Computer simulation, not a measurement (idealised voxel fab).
Process module in this document: voxel transistor to metal
FYI the section here is cut, 145 nm wide, cells are 5 nm squares.
Heads up, the way a cross-section reads in here is a grid of square cells, handed over as bands from the top down, with every band being one or more rows of cells.
Heads up on the band format: heights come first, top then bottom, in nm. After that it's the materials left to right, each with its width in nm. A single material flagged "all across" fills the whole band edge to edge, and "empty" means there's empty space there.
Zero point of the height axis is 0; under it, received wafer = one material. Lowest band: continues down indefinitely, "0..down".
The two numbers in a width such as "30->40" mark its ends across the band: the first belongs to the top row of cells, the second to the bottom row, and from each row to the next the width moves by the same amount.
"same as before" (step): cross-section cells unchanged, all of them.
Completely enclosed voids: empty space of 8 cells or more with no open way to the top, each as width x height at its distance from the left edge, in nm
Past the settings on a step's line: simulator remark, on that step.
You can add "overlay nm" to a step's line. For a step with a mask, it describes how far the mask lay to the right of its planned position, and a negative number describes a lay to the left.

## List of planned process steps
| 1 | RECEIVE, material Si |
| 2 | OXIDIZE, depth nm 5 |
| 3 | CONFORMAL_DEP, material SiN, thk nm 10 |
| 4 | DIRECTIONAL_DEP, material aC, thk nm 10 |
| 5 | PATTERN, tone cover, mask id ACTIVE, material resist, width nm 105, thk nm 30, overlay nm 0 |
| 6 | DIRECTIONAL_ETCH, etch materials aC, depth nm 10 |
| 7 | STRIP, etch materials resist |
| 8 | DIRECTIONAL_ETCH, etch materials SiN, depth nm 10 |
| 9 | DIRECTIONAL_ETCH, etch materials SiO2, depth nm 5 |
| 10 | DIRECTIONAL_ETCH, etch materials Si, depth nm 15 |
| 11 | STRIP, etch materials aC |
| 12 | FILL_DEP, material SiO2, thk nm 5 |
| 13 | CMP, height nm 10 |
| 14 | SELECTIVE_ETCH, etch materials SiO2, depth nm 10 |
| 15 | STRIP, etch materials SiN |
| 16 | SELECTIVE_ETCH, etch materials SiO2, depth nm 5 |
| 17 | OXIDIZE, depth nm 5 |
| 18 | DIRECTIONAL_DEP, material polySi, thk nm 30 |
| 19 | DIRECTIONAL_DEP, material SiCN, thk nm 10 |
| 20 | DIRECTIONAL_DEP, material aC, thk nm 15 |
| 21 | PATTERN, tone cover, mask id GATE, material resist, width nm 35, thk nm 30, overlay nm 0 |
| 22 | DIRECTIONAL_ETCH, etch materials aC, depth nm 15 |
| 23 | STRIP, etch materials resist |
| 24 | DIRECTIONAL_ETCH, etch materials SiCN, depth nm 20 |
| 25 | DIRECTIONAL_ETCH, etch materials polySi, depth nm 40 |
| 26 | STRIP, etch materials aC |
| 27 | CONFORMAL_DEP, material SiN, thk nm 5 |
| 28 | DIRECTIONAL_ETCH, etch materials SiN, depth nm 5 |
| 29 | DIRECTIONAL_ETCH, etch materials SiO2, depth nm 5 |
| 30 | DIRECTIONAL_ETCH, etch materials Si, depth nm 5 |
| 31 | EPI, material SiGe, thk nm 5 |
| 32 | FILL_DEP, material SiO2, thk nm 10 |
| 33 | CMP, height nm 25 |
| 34 | STRIP, etch materials polySi |
| 35 | SELECTIVE_ETCH, etch materials SiO2, depth nm 5 |
| 36 | CONFORMAL_DEP, material HfO2, thk nm 5 |
| 37 | CONFORMAL_DEP, material TiN, thk nm 5 |
| 38 | FILL_DEP, material W, thk nm 5 |
| 39 | CMP, height nm 20 |
| 40 | DIRECTIONAL_DEP, material SiO2, thk nm 15 |
| 41 | DIRECTIONAL_DEP, material aC, thk nm 10 |
| 42 | PATTERN, tone open, mask id CONTACT, material resist, width nm 15, pitch nm 80, thk nm 30, overlay nm 0 |
| 43 | DIRECTIONAL_ETCH, etch materials aC, depth nm 10 |
| 44 | STRIP, etch materials resist |
| 45 | DIRECTIONAL_ETCH, etch materials SiO2, depth nm 45 |
| 46 | STRIP, etch materials aC |
| 47 | CONFORMAL_DEP, material TiN, thk nm 5 |
| 48 | FILL_DEP, material Ru, thk nm 5 |
| 49 | CMP, height nm 35 |
| 50 | CONFORMAL_DEP, material SiCN, thk nm 5 |
| 51 | DIRECTIONAL_DEP, material SiO2, thk nm 25 |
| 52 | MASKED_ETCH, tone open, mask id METAL_1, width nm 15, pitch nm 80, etch materials SiO2, depth nm 25, overlay nm 0 |
| 53 | MASKED_ETCH, tone open, mask id METAL_1, width nm 15, pitch nm 80, etch materials SiCN, depth nm 5, overlay nm 0 |
| 54 | CONFORMAL_DEP, material TiN, thk nm 5 |
| 55 | FILL_DEP, material Ru, thk nm 5 |
| 56 | CMP, height nm 65 |
| 57 | EPI, material Ru, thk nm 5 |
| 58 | FILL_DEP, material SiCN, thk nm 5 |
Among the wafers covered here, the point of difference is the depth nm at step 10; their starting state is shared, and the plan presents the value of the first wafer.

## So this is the first of several wafers, cross-sectioned as it came to us, meaning it's at the end of step 1
    0..down  Si all across
    Completely enclosed voids: none

## Below is a per-wafer table. In it, each row describes the wafer at the end of the module by giving, for each material, the number of cells gained (+) or lost (-) since the wafer was received, and after that the closed voids of the wafer
depth nm 15; +19 HfO2; +36 Ru; -86 Si; +71 SiCN; +14 SiGe; +10 SiN; +282 SiO2; +77 TiN; +12 W; Completely enclosed voids: none
depth nm 20; +19 HfO2; +36 Ru; -94 Si; +71 SiCN; +14 SiGe; +10 SiN; +290 SiO2; +77 TiN; +12 W; Completely enclosed voids: none
depth nm 25; +19 HfO2; +36 Ru; -102 Si; +71 SiCN; +14 SiGe; +10 SiN; +298 SiO2; +77 TiN; +12 W; Completely enclosed voids: none
depth nm 30; +19 HfO2; +36 Ru; -110 Si; +71 SiCN; +14 SiGe; +10 SiN; +306 SiO2; +77 TiN; +12 W; Completely enclosed voids: none
depth nm 35; +19 HfO2; +36 Ru; -118 Si; +71 SiCN; +14 SiGe; +10 SiN; +314 SiO2; +77 TiN; +12 W; Completely enclosed voids: none
depth nm 40; +19 HfO2; +36 Ru; -126 Si; +71 SiCN; +14 SiGe; +10 SiN; +322 SiO2; +77 TiN; +12 W; Completely enclosed voids: none
